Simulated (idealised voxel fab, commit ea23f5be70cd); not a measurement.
process module | voxel self aligned contacts
cross-section cut | 265 nm wide | cells 5 nm
A cross-section is a grid of square cells, given in bands from the top down. A band is one or more rows of cells.
Each band's line starts with the height of the band's top and of its bottom, in nm. Then come its materials from left to right, each with its width in nm. One material with "throughout" fills the band from edge to edge. "air" is empty space.
Height 0 is the level under which the wafer as received is all one material. The lowest band goes on downwards, as in "0 down".
A width such as "30 to 40" changes by the same amount from each row of cells to the next, from the band's top row to its bottom row.
"no change" after a step means that no cell of the cross-section changed.
closed voids: empty space of 8 cells or more with no open way to the top, each as width x height at its distance from the left edge, in nm
after a step's settings: what the simulator itself notes on the step
overlay nm, on a step with a mask: how far to the right of its planned place the mask lay; to the left if negative
plan
1 op RECEIVE | material Si
2 op CONFORMAL_DEP | material SiO2 | thk nm 5
3 op DIRECTIONAL_DEP | material polySi | thk nm 25
4 op DIRECTIONAL_DEP | material SiN | thk nm 20
5 op DIRECTIONAL_DEP | material aC | thk nm 10
6 op PATTERN | tone cover | mask id GATE | material resist | width nm 25 | pitch nm 70 | thk nm 30 | overlay nm 0
7 op DIRECTIONAL_ETCH | etch materials aC | depth nm 10
8 op STRIP | etch materials resist
9 op DIRECTIONAL_ETCH | etch materials SiN | depth nm 20
10 op DIRECTIONAL_ETCH | etch materials polySi | depth nm 25
11 op STRIP | etch materials aC
12 op CONFORMAL_DEP | material SiN | thk nm 10
13 op DIRECTIONAL_ETCH | etch materials SiN | depth nm 10
14 op FILL_DEP | material SiO2 | thk nm 15
15 op CMP | height nm 55
16 op DIRECTIONAL_DEP | material aC | thk nm 15
17 op PATTERN | tone open | mask id CONTACT | material resist | width nm 55 | thk nm 35 | overlay nm 0
18 op DIRECTIONAL_ETCH | etch materials aC | depth nm 15
19 op STRIP | etch materials resist
20 op DIRECTIONAL_ETCH | etch materials SiO2 | depth nm 55
21 op STRIP | etch materials aC
22 op CONFORMAL_DEP | material TiN | thk nm 5
23 op FILL_DEP | material Ru | thk nm 10
24 op CMP | height nm 55
25 op CONFORMAL_DEP | material SiN | thk nm 5
as received, after step 1
  0 down: Si throughout
  closed voids: none
a wafer at the end: this start, this plan, one mistake
  60 to 55: SiN throughout
  55 to 50: SiO2 105 | TiN 25 | Ru 15 | TiN 15 | SiO2 105
  50 to 30: SiO2 80 | SiN 45 | TiN 5 | Ru 15 | TiN 5 | SiN 45 | SiO2 70
  30 to 5: SiO2 80 | SiN 10 | polySi 25 | SiN 10 | TiN 5 | Ru 15 | TiN 5 | SiN 10 | polySi 25 | SiN 10 | SiO2 70
  5 to 0: SiO2 125 | TiN 25 | SiO2 115
  0 down: Si throughout
  closed voids: none
what went wrong: step 6 ran as: op PATTERN | tone cover | mask id GATE | material resist | width nm 25 | pitch nm 70 | thk nm 30 | overlay nm 5
